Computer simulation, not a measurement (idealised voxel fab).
The document below concerns the process module designated voxel capacitor over wiring.
Square cell edge 5 nm, section width 280 nm, ID cut.
Cross-section, as written here: a square-cell grid given band by band from the top down, where a band holds one or more rows of cells. Quick guide to a band line: top height, bottom height (nm) up front; then every material left to right with its width in nm. Only one material and it's marked "throughout"? Then it fills the band edge to edge. And "air" just means empty space. Counting heights begins at 0, where everything beneath is, in the wafer as received, one material. The lowest band has no bottom; it goes on downwards, as "z 0 and below" shows. You'd read "30 to 40" like this: the band's top row of cells is as wide as the first number, its bottom row is as wide as the second, and going down, every row changes width by the same amount as the row before did. You'll sometimes find "nothing was modified" written for a step, and that's the way of saying that nowhere in the cross-section did a cell change during that step. Enclosed voids (no open way to top), threshold 8 cells or more, entry "Entrapped voids", notation width x height at distance, distance from left edge, nm. Post-settings text on a step line: simulator's own remark regarding the step. Steps that use a mask can have "overlay nm" on their line. It says how far the mask sat to the right of where it was meant to be. Negative means to the left.
The following list gives the planned process steps:
step 1: RECEIVE,material Si
step 2: CONFORMAL_DEP,material SiO2,thk nm 10
step 3: CONFORMAL_DEP,material SiN,thk nm 5
step 4: DIRECTIONAL_DEP,material lowk,thk nm 25
step 5: PATTERN,tone open,mask id METAL_1,material resist,width nm 30,pitch nm 80,thk nm 20,overlay nm 0
step 6: DIRECTIONAL_ETCH,etch materials lowk,depth nm 25
step 7: DIRECTIONAL_ETCH,etch materials SiN,depth nm 5
step 8: STRIP,etch materials resist
step 9: CONFORMAL_DEP,material TiN,thk nm 5
step 10: FILL_DEP,material Cu,thk nm 10
step 11: CMP,height nm 40
step 12: CONFORMAL_DEP,material SiCN,thk nm 5
step 13: DIRECTIONAL_DEP,material lowk,thk nm 20
step 14: DIRECTIONAL_DEP,material aC,thk nm 15
step 15: PATTERN,tone open,mask id PLUG_1,material resist,width nm 15,thk nm 35,overlay nm 0
step 16: DIRECTIONAL_ETCH,etch materials aC,depth nm 15
step 17: STRIP,etch materials resist
step 18: DIRECTIONAL_ETCH,etch materials lowk,depth nm 20
step 19: DIRECTIONAL_ETCH,etch materials SiCN,depth nm 5
step 20: STRIP,etch materials aC
step 21: CONFORMAL_DEP,material TiN,thk nm 5
step 22: FILL_DEP,material Ru,thk nm 10
step 23: CMP,height nm 65
step 24: DIRECTIONAL_DEP,material TiN,thk nm 10
step 25: DIRECTIONAL_DEP,material HfO2,thk nm 5
step 26: DIRECTIONAL_DEP,material TiN,thk nm 5
step 27: PATTERN,tone cover,mask id UPPER_PLATE,material resist,width nm 55,thk nm 15,overlay nm 0
step 28: DIRECTIONAL_ETCH,etch materials TiN,depth nm 5
step 29: DIRECTIONAL_ETCH,etch materials HfO2,depth nm 5
step 30: STRIP,etch materials resist
step 31: PATTERN,tone cover,mask id LOWER_PLATE,material resist,width nm 65,thk nm 15,overlay nm 0
step 32: DIRECTIONAL_ETCH,etch materials TiN,depth nm 10
step 33: STRIP,etch materials resist
step 34: FILL_DEP,material SiO2,thk nm 20
step 35: CMP,height nm 100
step 36: PATTERN,tone open,mask id PLUG_2,material resist,width nm 15,thk nm 20,overlay nm 0
step 37: DIRECTIONAL_ETCH,etch materials SiO2,depth nm 15
step 38: STRIP,etch materials resist
step 39: CONFORMAL_DEP,material TiN,thk nm 5
step 40: FILL_DEP,material Ru,thk nm 10
step 41: CMP,height nm 100
step 42: CONFORMAL_DEP,material SiN,thk nm 5
The following pertains to the first of two wafers, which was processed as planned:
Cross-section of the wafer at receipt, which is the condition after step 1:
> z 0 and below | Si throughout
> Entrapped voids: none
After step 2: wafer cross-section:
> z 10 to 0 | SiO2 throughout
> Heights below 0 show no change.
After step 3: wafer cross-section:
> z 15 to 10 | SiN throughout
> Heights below 10 show no change.
After step 4: wafer cross-section:
> z 40 to 15 | lowk throughout
> Heights below 15 show no change.
After step 5: wafer cross-section:
> z 60 to 40 | resist (85)  air (30)  resist (50)  air (30)  resist (85)
> Heights below 40 show no change.
After step 6: wafer cross-section:
> z 60 to 40 | resist (85)  air (30)  resist (50)  air (30)  resist (85)
> z 40 to 15 | lowk (85)  air (30)  lowk (50)  air (30)  lowk (85)
> Heights below 15 show no change.
After step 7: wafer cross-section:
> z 60 to 40 | resist (85)  air (30)  resist (50)  air (30)  resist (85)
> z 40 to 15 | lowk (85)  air (30)  lowk (50)  air (30)  lowk (85)
> z 15 to 10 | SiN (85)  air (30)  SiN (50)  air (30)  SiN (85)
> Heights below 10 show no change.
After step 8: wafer cross-section:
> z 40 to 15 | lowk (85)  air (30)  lowk (50)  air (30)  lowk (85)
> Heights below 15 show no change.
After step 9: wafer cross-section:
> z 45 to 40 | TiN (90)  air (20)  TiN (60)  air (20)  TiN (90)
> z 40 to 15 | lowk (85)  TiN (5)  air (20)  TiN (5)  lowk (50)  TiN (5)  air (20)  TiN (5)  lowk (85)
> z 15 to 10 | SiN (85)  TiN (30)  SiN (50)  TiN (30)  SiN (85)
> Heights below 10 show no change.
After step 10: wafer cross-section:
> z 55 to 45 | Cu throughout
> z 45 to 40 | TiN (90)  Cu (20)  TiN (60)  Cu (20)  TiN (90)
> z 40 to 15 | lowk (85)  TiN (5)  Cu (20)  TiN (5)  lowk (50)  TiN (5)  Cu (20)  TiN (5)  lowk (85)
> Heights below 15 show no change.
After step 11: wafer cross-section:
> z 40 to 15 | lowk (85)  TiN (5)  Cu (20)  TiN (5)  lowk (50)  TiN (5)  Cu (20)  TiN (5)  lowk (85)
> Heights below 15 show no change.
After step 12: wafer cross-section:
> z 45 to 40 | SiCN throughout
> Heights below 40 show no change.
After step 13: wafer cross-section:
> z 65 to 45 | lowk throughout
> Heights below 45 show no change.
After step 14: wafer cross-section:
> z 80 to 65 | aC throughout
> Heights below 65 show no change.
After step 15: wafer cross-section:
> z 115 to 80 | resist (100)  air (15)  resist (165)
> Heights below 80 show no change.
After step 16: wafer cross-section:
> z 100 to 80 | resist (100)  air (15)  resist (165)
> z 80 to 65 | aC (100)  air (15)  aC (165)
> Heights below 65 show no change.
After step 17: wafer cross-section:
> z 80 to 65 | aC (100)  air (15)  aC (165)
> Heights below 65 show no change.
After step 18: wafer cross-section:
> z 80 to 65 | aC (100)  air (15)  aC (165)
> z 65 to 45 | lowk (100)  air (15)  lowk (165)
> Heights below 45 show no change.
After step 19: wafer cross-section:
> z 80 to 65 | aC (100)  air (15)  aC (165)
> z 65 to 45 | lowk (100)  air (15)  lowk (165)
> z 45 to 40 | SiCN (100)  air (15)  SiCN (165)
> Heights below 40 show no change.
After step 20: wafer cross-section:
> z 65 to 45 | lowk (100)  air (15)  lowk (165)
> Heights below 45 show no change.
After step 21: wafer cross-section:
> z 70 to 65 | TiN (105)  air (5)  TiN (170)
> z 65 to 45 | lowk (100)  TiN (5)  air (5)  TiN (5)  lowk (165)
> z 45 to 40 | SiCN (100)  TiN (15)  SiCN (165)
> Heights below 40 show no change.
After step 22: wafer cross-section:
> z 80 to 70 | Ru throughout
> z 70 to 65 | TiN (105)  Ru (5)  TiN (170)
> z 65 to 45 | lowk (100)  TiN (5)  Ru (5)  TiN (5)  lowk (165)
> Heights below 45 show no change.
After step 23: wafer cross-section:
> z 65 to 45 | lowk (100)  TiN (5)  Ru (5)  TiN (5)  lowk (165)
> Heights below 45 show no change.
After step 24: wafer cross-section:
> z 75 to 65 | TiN throughout
> Heights below 65 show no change.
After step 25: wafer cross-section:
> z 80 to 75 | HfO2 throughout
> Heights below 75 show no change.
After step 26: wafer cross-section:
> z 85 to 80 | TiN throughout
> Heights below 80 show no change.
After step 27: wafer cross-section:
> z 100 to 85 | air (100)  resist (55)  air (125)
> Heights below 85 show no change.
After step 28: wafer cross-section:
> z 100 to 85 | air (100)  resist (55)  air (125)
> z 85 to 80 | air (100)  TiN (55)  air (125)
> Heights below 80 show no change.
After step 29: wafer cross-section:
> z 100 to 85 | air (100)  resist (55)  air (125)
> z 85 to 80 | air (100)  TiN (55)  air (125)
> z 80 to 75 | air (100)  HfO2 (55)  air (125)
> Heights below 75 show no change.
After step 30: wafer cross-section:
> z 85 to 80 | air (100)  TiN (55)  air (125)
> Heights below 80 show no change.
After step 31: wafer cross-section:
> z 100 to 85 | air (95)  resist (65)  air (120)
> z 85 to 80 | air (95)  resist (5)  TiN (55)  resist (5)  air (120)
> z 80 to 75 | air (95)  resist (5)  HfO2 (55)  resist (5)  air (120)
> Heights below 75 show no change.
After step 32: wafer cross-section:
> z 100 to 85 | air (95)  resist (65)  air (120)
> z 85 to 80 | air (95)  resist (5)  TiN (55)  resist (5)  air (120)
> z 80 to 75 | air (95)  resist (5)  HfO2 (55)  resist (5)  air (120)
> z 75 to 65 | air (95)  TiN (65)  air (120)
> Heights below 65 show no change.
After step 33: wafer cross-section:
> z 85 to 80 | air (100)  TiN (55)  air (125)
> z 80 to 75 | air (100)  HfO2 (55)  air (125)
> Heights below 75 show no change.
After step 34: wafer cross-section:
> z 105 to 85 | SiO2 throughout
> z 85 to 80 | SiO2 (100)  TiN (55)  SiO2 (125)
> z 80 to 75 | SiO2 (100)  HfO2 (55)  SiO2 (125)
> z 75 to 65 | SiO2 (95)  TiN (65)  SiO2 (120)
> Heights below 65 show no change.
After step 35: wafer cross-section:
> z 100 to 85 | SiO2 throughout
> Heights below 85 show no change.
After step 36: wafer cross-section:
> z 120 to 100 | resist (110)  air (15)  resist (155)
> Heights below 100 show no change.
After step 37: wafer cross-section:
> z 120 to 100 | resist (110)  air (15)  resist (155)
> z 100 to 85 | SiO2 (110)  air (15)  SiO2 (155)
> Heights below 85 show no change.
After step 38: wafer cross-section:
> z 100 to 85 | SiO2 (110)  air (15)  SiO2 (155)
> Heights below 85 show no change.
After step 39: wafer cross-section:
> z 105 to 100 | TiN (115)  air (5)  TiN (160)
> z 100 to 90 | SiO2 (110)  TiN (5)  air (5)  TiN (5)  SiO2 (155)
> z 90 to 80 | SiO2 (110 to 100)  TiN (15 to 55)  SiO2 (155 to 125)
> Heights below 80 show no change.
After step 40: wafer cross-section:
> z 115 to 105 | Ru throughout
> z 105 to 100 | TiN (115)  Ru (5)  TiN (160)
> z 100 to 90 | SiO2 (110)  TiN (5)  Ru (5)  TiN (5)  SiO2 (155)
> Heights below 90 show no change.
After step 41: wafer cross-section:
> z 100 to 90 | SiO2 (110)  TiN (5)  Ru (5)  TiN (5)  SiO2 (155)
> Heights below 90 show no change.
After step 42: wafer cross-section:
> z 105 to 100 | SiN throughout
> Heights below 100 show no change.
Now the other wafer: same start, same recipe, but we messed up one thing when running it. Up to and including step 30 it's the same as the first one:
Here is the second wafer in cross-section at the point where step 31 of the plan should have been done:
> z 100 to 85 | air (90)  resist (75)  air (115)
> z 85 to 80 | air (90)  resist (10)  TiN (55)  resist (10)  air (115)
> z 80 to 75 | air (90)  resist (10)  HfO2 (55)  resist (10)  air (115)
> Heights below 75 show no change.
Here is the second wafer in cross-section at the point where step 32 of the plan should have been done:
> z 100 to 85 | air (90)  resist (75)  air (115)
> z 85 to 80 | air (90)  resist (10)  TiN (55)  resist (10)  air (115)
> z 80 to 75 | air (90)  resist (10)  HfO2 (55)  resist (10)  air (115)
> z 75 to 65 | air (90)  TiN (75)  air (115)
> Heights below 65 show no change.
Here is the second wafer in cross-section at the point where step 33 of the plan should have been done:
> z 85 to 80 | air (100)  TiN (55)  air (125)
> z 80 to 75 | air (100)  HfO2 (55)  air (125)
> Heights below 75 show no change.
Here is the second wafer in cross-section at the point where step 34 of the plan should have been done:
> z 105 to 85 | SiO2 throughout
> z 85 to 80 | SiO2 (100)  TiN (55)  SiO2 (125)
> z 80 to 75 | SiO2 (100)  HfO2 (55)  SiO2 (125)
> z 75 to 65 | SiO2 (90)  TiN (75)  SiO2 (115)
> Heights below 65 show no change.
Here is the second wafer in cross-section at the point where step 35 of the plan should have been done:
> z 100 to 85 | SiO2 throughout
> Heights below 85 show no change.
Here is the second wafer in cross-section at the point where step 36 of the plan should have been done:
> z 120 to 100 | resist (110)  air (15)  resist (155)
> Heights below 100 show no change.
Here is the second wafer in cross-section at the point where step 37 of the plan should have been done:
> z 120 to 100 | resist (110)  air (15)  resist (155)
> z 100 to 85 | SiO2 (110)  air (15)  SiO2 (155)
> Heights below 85 show no change.
Here is the second wafer in cross-section at the point where step 38 of the plan should have been done:
> z 100 to 85 | SiO2 (110)  air (15)  SiO2 (155)
> Heights below 85 show no change.
Here is the second wafer in cross-section at the point where step 39 of the plan should have been done:
> z 105 to 100 | TiN (115)  air (5)  TiN (160)
> z 100 to 90 | SiO2 (110)  TiN (5)  air (5)  TiN (5)  SiO2 (155)
> z 90 to 80 | SiO2 (110 to 100)  TiN (15 to 55)  SiO2 (155 to 125)
> Heights below 80 show no change.
Here is the second wafer in cross-section at the point where step 40 of the plan should have been done:
> z 115 to 105 | Ru throughout
> z 105 to 100 | TiN (115)  Ru (5)  TiN (160)
> z 100 to 90 | SiO2 (110)  TiN (5)  Ru (5)  TiN (5)  SiO2 (155)
> Heights below 90 show no change.
Here is the second wafer in cross-section at the point where step 41 of the plan should have been done:
> z 100 to 90 | SiO2 (110)  TiN (5)  Ru (5)  TiN (5)  SiO2 (155)
> Heights below 90 show no change.
Here is the second wafer in cross-section at the point where step 42 of the plan should have been done:
> z 105 to 100 | SiN throughout
> Heights below 100 show no change.
Deviation from plan: step 31 ran with different settings than intended, the actual operation and settings being PATTERN,tone cover,mask id LOWER_PLATE,material resist,width nm 75,thk nm 15,overlay nm 0
Final comparison by cell count, materials where the second wafer has more or fewer than the first: 4 fewer of SiO2; 4 more of TiN
